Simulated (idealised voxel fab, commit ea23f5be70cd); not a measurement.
voxel quadruple lines: a process module
The width of the displayed cross-section, cut, is 295 nm; its cells are square, with a size of 5 nm.
Notation: cross-section as square-cell grid; stated in bands, top first, going down; one or more cell rows per band.
This entry defines a band. It first specifies the height of the band's top and the height of its bottom in nm, and then specifies the band's materials from left to right, stating each material with its width in nm. The word "all across" identifies a single material that fills the band from edge to edge, while the word "empty" identifies empty space.
Ref level 0: as-received wafer is one material below here. Bottom band extends down with no lower bound ("top 0, no bottom").
You'd read "30->40" like this: the band's top row of cells is as wide as the first number, its bottom row is as wide as the second, and going down, every row changes width by the same amount as the row before did.
For the purposes of this document, the phrase "identical to before" attached to a step denotes that no cell within the cross-section was modified by that step.
The entry titled "Closed void entries" provides the empty spaces that have no open way to the top, restricted to those of 8 cells or more. Each is presented as width x height at distance, the distance being measured from the left edge, with all three in nm.
after a step's settings: what the simulator itself notes on the step
For masked steps, "overlay nm" on the step line gives how far right of plan the mask actually lay; a minus sign means it lay to the left.

Set out below are the planned steps of the process
step 1: RECEIVE, material Si
step 2: CONFORMAL_DEP, material Al2O3, thk nm 5
step 3: DIRECTIONAL_DEP, material TiN, thk nm 15
step 4: DIRECTIONAL_DEP, material polySi, thk nm 20
step 5: DIRECTIONAL_DEP, material aC, thk nm 20
step 6: PATTERN, tone cover, mask id MANDREL, material resist, width nm 20, thk nm 30, overlay nm 0
step 7: DIRECTIONAL_ETCH, etch materials aC, depth nm 20
step 8: STRIP, etch materials resist
step 9: CONFORMAL_DEP, material SiO2, thk nm 10
step 10: DIRECTIONAL_ETCH, etch materials SiO2, depth nm 10
step 11: STRIP, etch materials aC
step 12: DIRECTIONAL_ETCH, etch materials polySi, depth nm 20
step 13: STRIP, etch materials SiO2
step 14: CONFORMAL_DEP, material SiCN, thk nm 5
step 15: DIRECTIONAL_ETCH, etch materials SiCN, depth nm 5
step 16: STRIP, etch materials polySi
step 17: DIRECTIONAL_ETCH, etch materials TiN, depth nm 15
step 18: STRIP, etch materials SiCN

Cross-section of the wafer as it came to us, i.e., already through step 1
* top 0, no bottom  Si all across
* Closed void entries: none

Starting wafer: above. Plan: above. Run: one mistake. Cross-section after the module: below
* top 35, bottom 20  120 nm empty; 5 nm TiN; 10 nm empty; 5 nm TiN; 10 nm empty; 5 nm TiN; 10 nm empty; 5 nm TiN; 125 nm empty
* top 20, bottom 5  TiN all across
* top 5, bottom 0  Al2O3 all across
* top 0, no bottom  Si all across
* Closed void entries: none
Processing error: step 3 of the plan saw execution twice
